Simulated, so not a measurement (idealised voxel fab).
Name of the process module below: voxel wiring stack
Pictured: cross-section cut, 235 nm wide, on a grid of 5 nm square cells.
Cross-section layout: square cells on a grid; listed as bands, top to bottom; a band spans one or more cell rows.
First you get the band's top height and its bottom height, in nm, and then the materials it's made of, left to right, with each width in nm. If you see a single material with "all across", that one covers the band edge to edge. "air" is empty space.
Convention: height 0 is the level below which the wafer, as received, is all one material. The lowest band does not terminate at the bottom but continues downward, represented as "0 nm and below".
So if you see something like "30..40" for the width, read it as the top row of the band sitting at the first number and the bottom row at the second, with every row in between moving by the same amount as the last.
Where the words "no alteration" appear for a step, the cross-section shows no cell changed by that step; every cell remained as before.
The label "closed voids" introduces a list of the empty spaces, 8 cells or larger, that have no open way up to the top; each entry in it reads width x height at distance, where the distance is taken from the left edge and all three are stated in nm.
Heads up: the bit after the settings on a step's line is the simulator's remark on that step.
The "overlay nm" setting may appear on a step's line; for a step that uses a mask, it gives how far to the right of its planned position the mask lay, and a negative value indicates the left.
Intended process steps
| 1 | RECEIVE [material Si] |
| 2 | CONFORMAL_DEP [material SiO2] [thk nm 15] |
| 3 | DIRECTIONAL_DEP [material TiN] [thk nm 5] |
| 4 | DIRECTIONAL_DEP [material W] [thk nm 20] |
| 5 | DIRECTIONAL_DEP [material aC] [thk nm 15] |
| 6 | PATTERN [tone cover] [mask id METAL_1] [material resist] [width nm 30] [pitch nm 60] [thk nm 30] [overlay nm 0] |
| 7 | DIRECTIONAL_ETCH [etch materials aC] [depth nm 15] |
| 8 | STRIP [etch materials resist] |
| 9 | DIRECTIONAL_ETCH [etch materials W] [depth nm 20] |
| 10 | DIRECTIONAL_ETCH [etch materials TiN] [depth nm 5] |
| 11 | STRIP [etch materials aC] |
| 12 | CONFORMAL_DEP [material SiCN] [thk nm 5] |
| 13 | FILL_DEP [material lowk] [thk nm 10] |
| 14 | CMP [height nm 40] |
| 15 | CONFORMAL_DEP [material SiCN] [thk nm 5] |
| 16 | DIRECTIONAL_DEP [material SiO2] [thk nm 20] |
| 17 | MASKED_ETCH [tone open] [mask id PLUG_1] [width nm 15] [pitch nm 120] [etch materials SiO2] [depth nm 20] [overlay nm 0] |
| 18 | MASKED_ETCH [tone open] [mask id PLUG_1] [width nm 15] [pitch nm 120] [etch materials SiCN] [depth nm 5] [overlay nm 0] |
| 19 | CONFORMAL_DEP [material TiN] [thk nm 5] |
| 20 | FILL_DEP [material W] [thk nm 5] |
| 21 | CMP [height nm 65] |
| 22 | CONFORMAL_DEP [material SiCN] [thk nm 5] |
| 23 | DIRECTIONAL_DEP [material SiO2] [thk nm 15] |
| 24 | PATTERN [tone open] [mask id METAL_2] [material resist] [width nm 30] [pitch nm 60] [thk nm 20] [overlay nm 0] |
| 25 | DIRECTIONAL_ETCH [etch materials SiO2] [depth nm 15] |
| 26 | DIRECTIONAL_ETCH [etch materials SiCN] [depth nm 5] |
| 27 | STRIP [etch materials resist] |
| 28 | CONFORMAL_DEP [material TiN] [thk nm 5] |
| 29 | FILL_DEP [material W] [thk nm 5] |
| 30 | CMP [height nm 85] |
| 31 | CONFORMAL_DEP [material SiCN] [thk nm 5] |
| 32 | DIRECTIONAL_DEP [material SiO2] [thk nm 10] |
| 33 | MASKED_ETCH [tone open] [mask id PLUG_2] [width nm 15] [pitch nm 60] [etch materials SiO2] [depth nm 10] [overlay nm 0] |
| 34 | MASKED_ETCH [tone open] [mask id PLUG_2] [width nm 15] [pitch nm 60] [etch materials SiCN] [depth nm 5] [overlay nm 0] |
| 35 | CONFORMAL_DEP [material TiN] [thk nm 5] |
| 36 | FILL_DEP [material W] [thk nm 5] |
| 37 | CMP [height nm 100] |
| 38 | DIRECTIONAL_DEP [material TiN] [thk nm 5] |
| 39 | DIRECTIONAL_DEP [material Ru] [thk nm 25] |
| 40 | MASKED_ETCH [tone cover] [mask id METAL_3] [width nm 30] [pitch nm 60] [etch materials Ru] [depth nm 25] [overlay nm 0] |
| 41 | MASKED_ETCH [tone cover] [mask id METAL_3] [width nm 30] [pitch nm 60] [etch materials TiN] [depth nm 5] [overlay nm 0] |
| 42 | CONFORMAL_DEP [material SiN] [thk nm 5] |
| 43 | FILL_DEP [material lowk] [thk nm 5] |
| 44 | CMP [height nm 130] |
| 45 | CONFORMAL_DEP [material SiCN] [thk nm 5] |
First of two wafers: run as planned
As-received state of the wafer in cross-section, equivalent to post-step 1
- 0 nm and below = Si all across
- closed voids: none
Step 2 complete: cross-section through the wafer
- 15 nm to 0 nm = SiO2 all across
- Nothing below the height 0 has changed.
Step 3 complete: cross-section through the wafer
- 20 nm to 15 nm = TiN all across
- Nothing below the height 15 has changed.
Step 4 complete: cross-section through the wafer
- 40 nm to 20 nm = W all across
- Nothing below the height 20 has changed.
Step 5 complete: cross-section through the wafer
- 55 nm to 40 nm = aC all across
- Nothing below the height 40 has changed.
Step 6 complete: cross-section through the wafer
- 85 nm to 55 nm = air 40; resist 30; air 30; resist 30; air 30; resist 30; air 45
- Nothing below the height 55 has changed.
Step 7 complete: cross-section through the wafer
- 70 nm to 55 nm = air 40; resist 30; air 30; resist 30; air 30; resist 30; air 45
- 55 nm to 40 nm = air 40; aC 30; air 30; aC 30; air 30; aC 30; air 45
- Nothing below the height 40 has changed.
Step 8 complete: cross-section through the wafer
- 55 nm to 40 nm = air 40; aC 30; air 30; aC 30; air 30; aC 30; air 45
- Nothing below the height 40 has changed.
Step 9 complete: cross-section through the wafer
- 55 nm to 40 nm = air 40; aC 30; air 30; aC 30; air 30; aC 30; air 45
- 40 nm to 20 nm = air 40; W 30; air 30; W 30; air 30; W 30; air 45
- Nothing below the height 20 has changed.
Step 10 complete: cross-section through the wafer
- 55 nm to 40 nm = air 40; aC 30; air 30; aC 30; air 30; aC 30; air 45
- 40 nm to 20 nm = air 40; W 30; air 30; W 30; air 30; W 30; air 45
- 20 nm to 15 nm = air 40; TiN 30; air 30; TiN 30; air 30; TiN 30; air 45
- Nothing below the height 15 has changed.
Step 11 complete: cross-section through the wafer
- 40 nm to 20 nm = air 40; W 30; air 30; W 30; air 30; W 30; air 45
- Nothing below the height 20 has changed.
Step 12 complete: cross-section through the wafer
- 45 nm to 40 nm = air 35; SiCN 40; air 20; SiCN 40; air 20; SiCN 40; air 40
- 40 nm to 20 nm = air 35; SiCN 5; W 30; SiCN 5; air 20; SiCN 5; W 30; SiCN 5; air 20; SiCN 5; W 30; SiCN 5; air 40
- 20 nm to 15 nm = SiCN 40; TiN 30; SiCN 30; TiN 30; SiCN 30; TiN 30; SiCN 45
- Nothing below the height 15 has changed.
Step 13 complete: cross-section through the wafer
- 55 nm to 45 nm = lowk all across
- 45 nm to 40 nm = lowk 35; SiCN 40; lowk 20; SiCN 40; lowk 20; SiCN 40; lowk 40
- 40 nm to 20 nm = lowk 35; SiCN 5; W 30; SiCN 5; lowk 20; SiCN 5; W 30; SiCN 5; lowk 20; SiCN 5; W 30; SiCN 5; lowk 40
- Nothing below the height 20 has changed.
Step 14 complete: cross-section through the wafer
- 40 nm to 20 nm = lowk 35; SiCN 5; W 30; SiCN 5; lowk 20; SiCN 5; W 30; SiCN 5; lowk 20; SiCN 5; W 30; SiCN 5; lowk 40
- Nothing below the height 20 has changed.
Step 15 complete: cross-section through the wafer
- 45 nm to 40 nm = SiCN all across
- Nothing below the height 40 has changed.
Step 16 complete: cross-section through the wafer
- 65 nm to 45 nm = SiO2 all across
- Nothing below the height 45 has changed.
Step 17 complete: cross-section through the wafer
- 65 nm to 45 nm = SiO2 40; air 15; SiO2 105; air 15; SiO2 60
- Nothing below the height 45 has changed.
Step 18 complete: cross-section through the wafer
- 65 nm to 45 nm = SiO2 40; air 15; SiO2 105; air 15; SiO2 60
- 45 nm to 40 nm = SiCN 40; air 15; SiCN 105; air 15; SiCN 60
- Nothing below the height 40 has changed.
Step 19 complete: cross-section through the wafer
- 70 nm to 65 nm = TiN 45; air 5; TiN 115; air 5; TiN 65
- 65 nm to 45 nm = SiO2 40; TiN 5; air 5; TiN 5; SiO2 105; TiN 5; air 5; TiN 5; SiO2 60
- 45 nm to 40 nm = SiCN 40; TiN 15; SiCN 105; TiN 15; SiCN 60
- Nothing below the height 40 has changed.
Step 20 complete: cross-section through the wafer
- 75 nm to 70 nm = W all across
- 70 nm to 65 nm = TiN 45; W 5; TiN 115; W 5; TiN 65
- 65 nm to 45 nm = SiO2 40; TiN 5; W 5; TiN 5; SiO2 105; TiN 5; W 5; TiN 5; SiO2 60
- Nothing below the height 45 has changed.
Step 21 complete: cross-section through the wafer
- 65 nm to 45 nm = SiO2 40; TiN 5; W 5; TiN 5; SiO2 105; TiN 5; W 5; TiN 5; SiO2 60
- Nothing below the height 45 has changed.
Step 22 complete: cross-section through the wafer
- 70 nm to 65 nm = SiCN all across
- Nothing below the height 65 has changed.
Step 23 complete: cross-section through the wafer
- 85 nm to 70 nm = SiO2 all across
- Nothing below the height 70 has changed.
Step 24 complete: cross-section through the wafer
- 105 nm to 85 nm = resist 40; air 30; resist 30; air 30; resist 30; air 30; resist 45
- Nothing below the height 85 has changed.
Step 25 complete: cross-section through the wafer
- 105 nm to 85 nm = resist 40; air 30; resist 30; air 30; resist 30; air 30; resist 45
- 85 nm to 70 nm = SiO2 40; air 30; SiO2 30; air 30; SiO2 30; air 30; SiO2 45
- Nothing below the height 70 has changed.
Step 26 complete: cross-section through the wafer
- 105 nm to 85 nm = resist 40; air 30; resist 30; air 30; resist 30; air 30; resist 45
- 85 nm to 70 nm = SiO2 40; air 30; SiO2 30; air 30; SiO2 30; air 30; SiO2 45
- 70 nm to 65 nm = SiCN 40; air 30; SiCN 30; air 30; SiCN 30; air 30; SiCN 45
- Nothing below the height 65 has changed.
Step 27 complete: cross-section through the wafer
- 85 nm to 70 nm = SiO2 40; air 30; SiO2 30; air 30; SiO2 30; air 30; SiO2 45
- Nothing below the height 70 has changed.
Step 28 complete: cross-section through the wafer
- 90 nm to 85 nm = TiN 45; air 20; TiN 40; air 20; TiN 40; air 20; TiN 50
- 85 nm to 70 nm = SiO2 40; TiN 5; air 20; TiN 5; SiO2 30; TiN 5; air 20; TiN 5; SiO2 30; TiN 5; air 20; TiN 5; SiO2 45
- 70 nm to 65 nm = SiCN 40; TiN 30; SiCN 30; TiN 30; SiCN 30; TiN 30; SiCN 45
- Nothing below the height 65 has changed.
Step 29 complete: cross-section through the wafer
- 95 nm to 90 nm = W all across
- 90 nm to 85 nm = TiN 45; W 20; TiN 40; W 20; TiN 40; W 20; TiN 50
- 85 nm to 70 nm = SiO2 40; TiN 5; W 20; TiN 5; SiO2 30; TiN 5; W 20; TiN 5; SiO2 30; TiN 5; W 20; TiN 5; SiO2 45
- Nothing below the height 70 has changed.
Step 30 complete: cross-section through the wafer
- 85 nm to 70 nm = SiO2 40; TiN 5; W 20; TiN 5; SiO2 30; TiN 5; W 20; TiN 5; SiO2 30; TiN 5; W 20; TiN 5; SiO2 45
- Nothing below the height 70 has changed.
Step 31 complete: cross-section through the wafer
- 90 nm to 85 nm = SiCN all across
- Nothing below the height 85 has changed.
Step 32 complete: cross-section through the wafer
- 100 nm to 90 nm = SiO2 all across
- Nothing below the height 90 has changed.
Step 33 complete: cross-section through the wafer
- 100 nm to 90 nm = SiO2 40; air 15; SiO2 45; air 15; SiO2 45; air 15; SiO2 60
- Nothing below the height 90 has changed.
Step 34 complete: cross-section through the wafer
- 100 nm to 90 nm = SiO2 40; air 15; SiO2 45; air 15; SiO2 45; air 15; SiO2 60
- 90 nm to 85 nm = SiCN 40; air 15; SiCN 45; air 15; SiCN 45; air 15; SiCN 60
- Nothing below the height 85 has changed.
Step 35 complete: cross-section through the wafer
- 105 nm to 100 nm = TiN 45; air 5; TiN 55; air 5; TiN 55; air 5; TiN 65
- 100 nm to 90 nm = SiO2 40; TiN 5; air 5; TiN 5; SiO2 45; TiN 5; air 5; TiN 5; SiO2 45; TiN 5; air 5; TiN 5; SiO2 60
- 90 nm to 85 nm = SiCN 40; TiN 15; SiCN 45; TiN 15; SiCN 45; TiN 15; SiCN 60
- Nothing below the height 85 has changed.
Step 36 complete: cross-section through the wafer
- 110 nm to 105 nm = W all across
- 105 nm to 100 nm = TiN 45; W 5; TiN 55; W 5; TiN 55; W 5; TiN 65
- 100 nm to 90 nm = SiO2 40; TiN 5; W 5; TiN 5; SiO2 45; TiN 5; W 5; TiN 5; SiO2 45; TiN 5; W 5; TiN 5; SiO2 60
- Nothing below the height 90 has changed.
Step 37 complete: cross-section through the wafer
- 100 nm to 90 nm = SiO2 40; TiN 5; W 5; TiN 5; SiO2 45; TiN 5; W 5; TiN 5; SiO2 45; TiN 5; W 5; TiN 5; SiO2 60
- Nothing below the height 90 has changed.
Step 38 complete: cross-section through the wafer
- 105 nm to 100 nm = TiN all across
- Nothing below the height 100 has changed.
Step 39 complete: cross-section through the wafer
- 130 nm to 105 nm = Ru all across
- Nothing below the height 105 has changed.
Step 40 complete: cross-section through the wafer
- 130 nm to 105 nm = air 40; Ru 30; air 30; Ru 30; air 30; Ru 30; air 45
- Nothing below the height 105 has changed.
Step 41 complete: cross-section through the wafer
- 130 nm to 105 nm = air 40; Ru 30; air 30; Ru 30; air 30; Ru 30; air 45
- 105 nm to 100 nm = air 40; TiN 30; air 30; TiN 30; air 30; TiN 30; air 45
- Nothing below the height 100 has changed.
Step 42 complete: cross-section through the wafer
- 135 nm to 130 nm = air 35; SiN 40; air 20; SiN 40; air 20; SiN 40; air 40
- 130 nm to 105 nm = air 35; SiN 5; Ru 30; SiN 5; air 20; SiN 5; Ru 30; SiN 5; air 20; SiN 5; Ru 30; SiN 5; air 40
- 105 nm to 100 nm = SiN 40; TiN 30; SiN 30; TiN 30; SiN 30; TiN 30; SiN 45
- Nothing below the height 100 has changed.
Step 43 complete: cross-section through the wafer
- 140 nm to 135 nm = lowk all across
- 135 nm to 130 nm = lowk 35; SiN 40; lowk 20; SiN 40; lowk 20; SiN 40; lowk 40
- 130 nm to 105 nm = lowk 35; SiN 5; Ru 30; SiN 5; lowk 20; SiN 5; Ru 30; SiN 5; lowk 20; SiN 5; Ru 30; SiN 5; lowk 40
- Nothing below the height 105 has changed.
Step 44 complete: cross-section through the wafer
- 130 nm to 105 nm = lowk 35; SiN 5; Ru 30; SiN 5; lowk 20; SiN 5; Ru 30; SiN 5; lowk 20; SiN 5; Ru 30; SiN 5; lowk 40
- Nothing below the height 105 has changed.
Step 45 complete: cross-section through the wafer
- 135 nm to 130 nm = SiCN all across
- Nothing below the height 130 has changed.
The second wafer: identical to the first at the outset and in its planned sequence, differing only in that one mistake was made during processing; up to and including step 3, its path is the first wafer's path
Second wafer at the planned finish of step 4, seen in cross-section
- 40 nm to 20 nm = SiO2 all across
- Nothing below the height 20 has changed.
Second wafer at the planned finish of step 5, seen in cross-section
- 55 nm to 40 nm = aC all across
- Nothing below the height 40 has changed.
Second wafer at the planned finish of step 6, seen in cross-section
- 85 nm to 55 nm = air 40; resist 30; air 30; resist 30; air 30; resist 30; air 45
- Nothing below the height 55 has changed.
Second wafer at the planned finish of step 7, seen in cross-section
- 70 nm to 55 nm = air 40; resist 30; air 30; resist 30; air 30; resist 30; air 45
- 55 nm to 40 nm = air 40; aC 30; air 30; aC 30; air 30; aC 30; air 45
- Nothing below the height 40 has changed.
Second wafer at the planned finish of step 8, seen in cross-section
- 55 nm to 40 nm = air 40; aC 30; air 30; aC 30; air 30; aC 30; air 45
- Nothing below the height 40 has changed.
Second wafer at the planned finish of step 9, seen in cross-section: no alteration
Second wafer at the planned finish of step 10, seen in cross-section: no alteration
Second wafer at the planned finish of step 11, seen in cross-section
- 40 nm to 20 nm = SiO2 all across
- Nothing below the height 20 has changed.
Second wafer at the planned finish of step 12, seen in cross-section
- 45 nm to 40 nm = SiCN all across
- Nothing below the height 40 has changed.
Second wafer at the planned finish of step 13, seen in cross-section
- 55 nm to 45 nm = lowk all across
- Nothing below the height 45 has changed.
Second wafer at the planned finish of step 14, seen in cross-section
- 40 nm to 20 nm = SiO2 all across
- Nothing below the height 20 has changed.
Second wafer at the planned finish of step 15, seen in cross-section
- 45 nm to 40 nm = SiCN all across
- Nothing below the height 40 has changed.
Second wafer at the planned finish of step 16, seen in cross-section
- 65 nm to 45 nm = SiO2 all across
- Nothing below the height 45 has changed.
Second wafer at the planned finish of step 17, seen in cross-section
- 65 nm to 45 nm = SiO2 40; air 15; SiO2 105; air 15; SiO2 60
- Nothing below the height 45 has changed.
Second wafer at the planned finish of step 18, seen in cross-section
- 65 nm to 45 nm = SiO2 40; air 15; SiO2 105; air 15; SiO2 60
- 45 nm to 40 nm = SiCN 40; air 15; SiCN 105; air 15; SiCN 60
- Nothing below the height 40 has changed.
Second wafer at the planned finish of step 19, seen in cross-section
- 70 nm to 65 nm = TiN 45; air 5; TiN 115; air 5; TiN 65
- 65 nm to 45 nm = SiO2 40; TiN 5; air 5; TiN 5; SiO2 105; TiN 5; air 5; TiN 5; SiO2 60
- 45 nm to 40 nm = SiCN 40; TiN 15; SiCN 105; TiN 15; SiCN 60
- Nothing below the height 40 has changed.
Second wafer at the planned finish of step 20, seen in cross-section
- 75 nm to 70 nm = W all across
- 70 nm to 65 nm = TiN 45; W 5; TiN 115; W 5; TiN 65
- 65 nm to 45 nm = SiO2 40; TiN 5; W 5; TiN 5; SiO2 105; TiN 5; W 5; TiN 5; SiO2 60
- Nothing below the height 45 has changed.
Second wafer at the planned finish of step 21, seen in cross-section
- 65 nm to 45 nm = SiO2 40; TiN 5; W 5; TiN 5; SiO2 105; TiN 5; W 5; TiN 5; SiO2 60
- Nothing below the height 45 has changed.
Second wafer at the planned finish of step 22, seen in cross-section
- 70 nm to 65 nm = SiCN all across
- Nothing below the height 65 has changed.
Second wafer at the planned finish of step 23, seen in cross-section
- 85 nm to 70 nm = SiO2 all across
- Nothing below the height 70 has changed.
Second wafer at the planned finish of step 24, seen in cross-section
- 105 nm to 85 nm = resist 40; air 30; resist 30; air 30; resist 30; air 30; resist 45
- Nothing below the height 85 has changed.
Second wafer at the planned finish of step 25, seen in cross-section
- 105 nm to 85 nm = resist 40; air 30; resist 30; air 30; resist 30; air 30; resist 45
- 85 nm to 70 nm = SiO2 40; air 30; SiO2 30; air 30; SiO2 30; air 30; SiO2 45
- Nothing below the height 70 has changed.
Second wafer at the planned finish of step 26, seen in cross-section
- 105 nm to 85 nm = resist 40; air 30; resist 30; air 30; resist 30; air 30; resist 45
- 85 nm to 70 nm = SiO2 40; air 30; SiO2 30; air 30; SiO2 30; air 30; SiO2 45
- 70 nm to 65 nm = SiCN 40; air 30; SiCN 30; air 30; SiCN 30; air 30; SiCN 45
- Nothing below the height 65 has changed.
Second wafer at the planned finish of step 27, seen in cross-section
- 85 nm to 70 nm = SiO2 40; air 30; SiO2 30; air 30; SiO2 30; air 30; SiO2 45
- Nothing below the height 70 has changed.
Second wafer at the planned finish of step 28, seen in cross-section
- 90 nm to 85 nm = TiN 45; air 20; TiN 40; air 20; TiN 40; air 20; TiN 50
- 85 nm to 70 nm = SiO2 40; TiN 5; air 20; TiN 5; SiO2 30; TiN 5; air 20; TiN 5; SiO2 30; TiN 5; air 20; TiN 5; SiO2 45
- 70 nm to 65 nm = SiCN 40; TiN 30; SiCN 30; TiN 30; SiCN 30; TiN 30; SiCN 45
- Nothing below the height 65 has changed.
Second wafer at the planned finish of step 29, seen in cross-section
- 95 nm to 90 nm = W all across
- 90 nm to 85 nm = TiN 45; W 20; TiN 40; W 20; TiN 40; W 20; TiN 50
- 85 nm to 70 nm = SiO2 40; TiN 5; W 20; TiN 5; SiO2 30; TiN 5; W 20; TiN 5; SiO2 30; TiN 5; W 20; TiN 5; SiO2 45
- Nothing below the height 70 has changed.
Second wafer at the planned finish of step 30, seen in cross-section
- 85 nm to 70 nm = SiO2 40; TiN 5; W 20; TiN 5; SiO2 30; TiN 5; W 20; TiN 5; SiO2 30; TiN 5; W 20; TiN 5; SiO2 45
- Nothing below the height 70 has changed.
Second wafer at the planned finish of step 31, seen in cross-section
- 90 nm to 85 nm = SiCN all across
- Nothing below the height 85 has changed.
Second wafer at the planned finish of step 32, seen in cross-section
- 100 nm to 90 nm = SiO2 all across
- Nothing below the height 90 has changed.
Second wafer at the planned finish of step 33, seen in cross-section
- 100 nm to 90 nm = SiO2 40; air 15; SiO2 45; air 15; SiO2 45; air 15; SiO2 60
- Nothing below the height 90 has changed.
Second wafer at the planned finish of step 34, seen in cross-section
- 100 nm to 90 nm = SiO2 40; air 15; SiO2 45; air 15; SiO2 45; air 15; SiO2 60
- 90 nm to 85 nm = SiCN 40; air 15; SiCN 45; air 15; SiCN 45; air 15; SiCN 60
- Nothing below the height 85 has changed.
Second wafer at the planned finish of step 35, seen in cross-section
- 105 nm to 100 nm = TiN 45; air 5; TiN 55; air 5; TiN 55; air 5; TiN 65
- 100 nm to 90 nm = SiO2 40; TiN 5; air 5; TiN 5; SiO2 45; TiN 5; air 5; TiN 5; SiO2 45; TiN 5; air 5; TiN 5; SiO2 60
- 90 nm to 85 nm = SiCN 40; TiN 15; SiCN 45; TiN 15; SiCN 45; TiN 15; SiCN 60
- Nothing below the height 85 has changed.
Second wafer at the planned finish of step 36, seen in cross-section
- 110 nm to 105 nm = W all across
- 105 nm to 100 nm = TiN 45; W 5; TiN 55; W 5; TiN 55; W 5; TiN 65
- 100 nm to 90 nm = SiO2 40; TiN 5; W 5; TiN 5; SiO2 45; TiN 5; W 5; TiN 5; SiO2 45; TiN 5; W 5; TiN 5; SiO2 60
- Nothing below the height 90 has changed.
Second wafer at the planned finish of step 37, seen in cross-section
- 100 nm to 90 nm = SiO2 40; TiN 5; W 5; TiN 5; SiO2 45; TiN 5; W 5; TiN 5; SiO2 45; TiN 5; W 5; TiN 5; SiO2 60
- Nothing below the height 90 has changed.
Second wafer at the planned finish of step 38, seen in cross-section
- 105 nm to 100 nm = TiN all across
- Nothing below the height 100 has changed.
Second wafer at the planned finish of step 39, seen in cross-section
- 130 nm to 105 nm = Ru all across
- Nothing below the height 105 has changed.
Second wafer at the planned finish of step 40, seen in cross-section
- 130 nm to 105 nm = air 40; Ru 30; air 30; Ru 30; air 30; Ru 30; air 45
- Nothing below the height 105 has changed.
Second wafer at the planned finish of step 41, seen in cross-section
- 130 nm to 105 nm = air 40; Ru 30; air 30; Ru 30; air 30; Ru 30; air 45
- 105 nm to 100 nm = air 40; TiN 30; air 30; TiN 30; air 30; TiN 30; air 45
- Nothing below the height 100 has changed.
Second wafer at the planned finish of step 42, seen in cross-section
- 135 nm to 130 nm = air 35; SiN 40; air 20; SiN 40; air 20; SiN 40; air 40
- 130 nm to 105 nm = air 35; SiN 5; Ru 30; SiN 5; air 20; SiN 5; Ru 30; SiN 5; air 20; SiN 5; Ru 30; SiN 5; air 40
- 105 nm to 100 nm = SiN 40; TiN 30; SiN 30; TiN 30; SiN 30; TiN 30; SiN 45
- Nothing below the height 100 has changed.
Second wafer at the planned finish of step 43, seen in cross-section
- 140 nm to 135 nm = lowk all across
- 135 nm to 130 nm = lowk 35; SiN 40; lowk 20; SiN 40; lowk 20; SiN 40; lowk 40
- 130 nm to 105 nm = lowk 35; SiN 5; Ru 30; SiN 5; lowk 20; SiN 5; Ru 30; SiN 5; lowk 20; SiN 5; Ru 30; SiN 5; lowk 40
- Nothing below the height 105 has changed.
Second wafer at the planned finish of step 44, seen in cross-section
- 130 nm to 105 nm = lowk 35; SiN 5; Ru 30; SiN 5; lowk 20; SiN 5; Ru 30; SiN 5; lowk 20; SiN 5; Ru 30; SiN 5; lowk 40
- Nothing below the height 105 has changed.
Second wafer at the planned finish of step 45, seen in cross-section
- 135 nm to 130 nm = SiCN all across
- Nothing below the height 130 has changed.
Misprocessing identified: it should be noted that step 4 was executed with settings other than those planned, the operation and settings actually applied being DIRECTIONAL_DEP [material SiO2] [thk nm 20]
End of process, cell counts, second wafer against first, materials with more or fewer: SiCN -53, SiO2 +188, TiN +29, W -72, lowk -92
